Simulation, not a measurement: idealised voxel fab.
process module | voxel tone inversion
cross-section cut | 210 nm wide | cells 5 nm
A cross-section is a grid of square cells, given in bands from the top down. A band is one or more rows of cells.
Each band's line starts with the height of the band's top and of its bottom, in nm. Then come its materials from left to right, each with its width in nm. One material with "throughout" fills the band from edge to edge. "air" is empty space.
Height 0 is the level under which the wafer as received is all one material. The lowest band goes on downwards, as in "0 down".
A width such as "30 to 40" changes by the same amount from each row of cells to the next, from the band's top row to its bottom row.
"no change" after a step means that no cell of the cross-section changed.
closed voids: empty space of 8 cells or more with no open way to the top, each as width x height at its distance from the left edge, in nm
after a step's settings: what the simulator itself notes on the step
overlay nm, on a step with a mask: how far to the right of its planned place the mask lay; to the left if negative
plan
1 op RECEIVE | material Si
2 op CONFORMAL_DEP | material SiN | thk nm 10
3 op DIRECTIONAL_DEP | material aC | thk nm 25
4 op PATTERN | tone cover | mask id POSTS | material resist | width nm 20 | pitch nm 40 | thk nm 30 | overlay nm 0
5 op DIRECTIONAL_ETCH | etch materials aC | depth nm 25
6 op STRIP | etch materials resist
7 op FILL_DEP | material lowk | thk nm 10
8 op CMP | height nm 35
9 op STRIP | etch materials aC
10 op CONFORMAL_DEP | material TiN | thk nm 5
11 op FILL_DEP | material W | thk nm 5
12 op CMP | height nm 35
13 op CONFORMAL_DEP | material SiCN | thk nm 5
as received, after step 1
  0 down: Si throughout
  closed voids: none
first wafer at the end, as planned
  40 to 35: SiCN throughout
  35 to 15: lowk 75 | TiN 5 | W 10 | TiN 5 | lowk 20 | TiN 5 | W 10 | TiN 5 | lowk 75
  15 to 10: lowk 75 | TiN 20 | lowk 20 | TiN 20 | lowk 75
  10 to 0: SiN throughout
  0 down: Si throughout
  closed voids: none
second wafer at the end: like start, like plan, one mistake
  40 to 35: SiCN throughout
  35 to 30: lowk throughout
  30 to 5: lowk 75 | aC 20 | lowk 20 | aC 20 | lowk 75
  5 to 0: SiN throughout
  0 down: Si throughout
  closed voids: none
what went wrong: step 2 ran as: op CONFORMAL_DEP | material SiN | thk nm 5
at the end the second wafer has, in cells: 42 fewer of SiN | 24 fewer of TiN | 16 fewer of W | 40 more of aC | 42 more of lowk
